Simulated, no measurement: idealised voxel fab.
The following process module bears the name voxel gate over fins.
The figure presents cross-section cut, which has a width of 165 nm and is divided into square cells with an edge length of 5 nm.
Throughout this document, each cross-section is represented as a grid of square cells and is presented as a sequence of bands enumerated from the top downward, where a band comprises one or more rows of cells.
Heads up on the band format: heights come first, top then bottom, in nm. After that it's the materials left to right, each with its width in nm. A single material flagged "everywhere" fills the whole band edge to edge, and "blank" means there's empty space there.
Ref level 0: as-received wafer is one material below here. Bottom band extends down with no lower bound ("z 0 and below").
The width entry "30 to 40" should be interpreted row by row: the top row of cells in the band takes the first number, the bottom row takes the second number, and the change between adjacent rows is uniform throughout.
"nothing changed" after a step means that no cell of the cross-section changed.
Listed in "Closed empty spaces": every empty space of 8 or more cells without an open way to the top. Form: width x height at distance, the distance being from the left edge, all in nm.
On a step's line, text after the settings is the simulator commenting on that step.
The setting "overlay nm" may be written on the line of a step. When the step uses a mask, the value reports how far to the right of the planned place the mask lay, and a negative value reports that it lay to the left.
The following list gives the planned process steps
step 1: RECEIVE, material Si
step 2: CONFORMAL_DEP, material SiN, thk nm 5
step 3: MASKED_ETCH, tone cover, mask id FINS, width nm 15, pitch nm 45, etch materials SiN, depth nm 5, overlay nm 0
step 4: MASKED_ETCH, tone cover, mask id FINS, width nm 15, pitch nm 45, etch materials Si, depth nm 30, overlay nm 0
step 5: OXIDIZE, depth nm 5
step 6: FILL_DEP, material SiO2, thk nm 10
step 7: CMP, height nm 5
step 8: SELECTIVE_ETCH, etch materials SiO2, depth nm 20
step 9: STRIP, etch materials SiN
step 10: CONFORMAL_DEP, material HfO2, thk nm 5
step 11: CONFORMAL_DEP, material TiN, thk nm 5
step 12: FILL_DEP, material W, thk nm 15
step 13: CMP, height nm 20
step 14: CONFORMAL_DEP, material SiN, thk nm 10
Wafer as received: cross-section following step 1
- z 0 and below | Si everywhere
- Closed empty spaces: none
The cross-section shown corresponds to the wafer at the conclusion of the module. The initial structure and the process plan are those presented above; however, one mistake occurred in executing the plan
- z 30 to 20 | SiN everywhere
- z 20 to 10 | W everywhere
- z 10 to 5 | 25 of W; 25 of TiN; 20 of W; 25 of TiN; 20 of W; 25 of TiN; 25 of W
- z 5 to 0 | 25 of W; 5 of TiN; 15 of HfO2; 5 of TiN; 20 of W; 5 of TiN; 15 of HfO2; 5 of TiN; 20 of W; 5 of TiN; 15 of HfO2; 5 of TiN; 25 of W
- z 0 to -5 | 25 of W; 5 of TiN; 5 of HfO2; 5 of Si; 5 of HfO2; 5 of TiN; 20 of W; 5 of TiN; 5 of HfO2; 5 of Si; 5 of HfO2; 5 of TiN; 20 of W; 5 of TiN; 5 of HfO2; 5 of Si; 5 of HfO2; 5 of TiN; 25 of W
- z -5 to -10 | 30 of TiN; 5 of HfO2; 5 of Si; 5 of HfO2; 30 of TiN; 5 of HfO2; 5 of Si; 5 of HfO2; 30 of TiN; 5 of HfO2; 5 of Si; 5 of HfO2; 30 of TiN
- z -10 to -15 | 35 of HfO2; 5 of Si; 40 of HfO2; 5 of Si; 40 of HfO2; 5 of Si; 35 of HfO2
- z -15 to -40 | 35 of SiO2; 5 of Si; 40 of SiO2; 5 of Si; 40 of SiO2; 5 of Si; 35 of SiO2
- z -40 and below | Si everywhere
- Closed empty spaces: none
Nonconformance to the process plan: step 4 was run on a setting that differed from the plan, and what really ran there is MASKED_ETCH, tone cover, mask id FINS, width nm 15, pitch nm 45, etch materials Si, depth nm 35, overlay nm 0
